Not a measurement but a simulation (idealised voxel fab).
process module | voxel quadruple lines
cross-section cut | 150 nm wide | cells 5 nm
A cross-section is a grid of square cells, given in bands from the top down. A band is one or more rows of cells.
Each band's line starts with the height of the band's top and of its bottom, in nm. Then come its materials from left to right, each with its width in nm. One material with "throughout" fills the band from edge to edge. "air" is empty space.
Height 0 is the level under which the wafer as received is all one material. The lowest band goes on downwards, as in "0 down".
A width such as "30 to 40" changes by the same amount from each row of cells to the next, from the band's top row to its bottom row.
"no change" after a step means that no cell of the cross-section changed.
closed voids: empty space of 8 cells or more with no open way to the top, each as width x height at its distance from the left edge, in nm
after a step's settings: what the simulator itself notes on the step
overlay nm, on a step with a mask: how far to the right of its planned place the mask lay; to the left if negative
plan
1 op RECEIVE | material Si
2 op CONFORMAL_DEP | material Al2O3 | thk nm 10
3 op DIRECTIONAL_DEP | material W | thk nm 10
4 op DIRECTIONAL_DEP | material polySi | thk nm 20
5 op DIRECTIONAL_DEP | material aC | thk nm 20
6 op PATTERN | tone cover | mask id MANDREL | material resist | width nm 30 | thk nm 30 | overlay nm 0
7 op DIRECTIONAL_ETCH | etch materials aC | depth nm 20
8 op STRIP | etch materials resist
9 op CONFORMAL_DEP | material SiO2 | thk nm 10
10 op DIRECTIONAL_ETCH | etch materials SiO2 | depth nm 10
11 op STRIP | etch materials aC
12 op DIRECTIONAL_ETCH | etch materials polySi | depth nm 20
13 op STRIP | etch materials SiO2
14 op CONFORMAL_DEP | material SiCN | thk nm 10
15 op DIRECTIONAL_ETCH | etch materials SiCN | depth nm 10
16 op STRIP | etch materials polySi
17 op DIRECTIONAL_ETCH | etch materials W | depth nm 10
18 op STRIP | etch materials SiCN
as received, after step 1
  0 down: Si throughout
  closed voids: none
first wafer at the end, as planned
  20 to 10: air 40 | W 10 | air 10 | W 10 | air 10 | W 10 | air 10 | W 10 | air 40
  10 to 0: Al2O3 throughout
  0 down: Si throughout
  closed voids: none
second wafer at the end: like start, like plan, one mistake
  20 to 10: air 35 | W 10 | air 10 | W 10 | air 10 | W 10 | air 10 | W 10 | air 45
  10 to 0: Al2O3 throughout
  0 down: Si throughout
  closed voids: none
what went wrong: step 6 ran as: op PATTERN | tone cover | mask id MANDREL | material resist | width nm 30 | thk nm 30 | overlay nm -5
at the end the second wafer has, in cells: as many of each material as the first, in other places
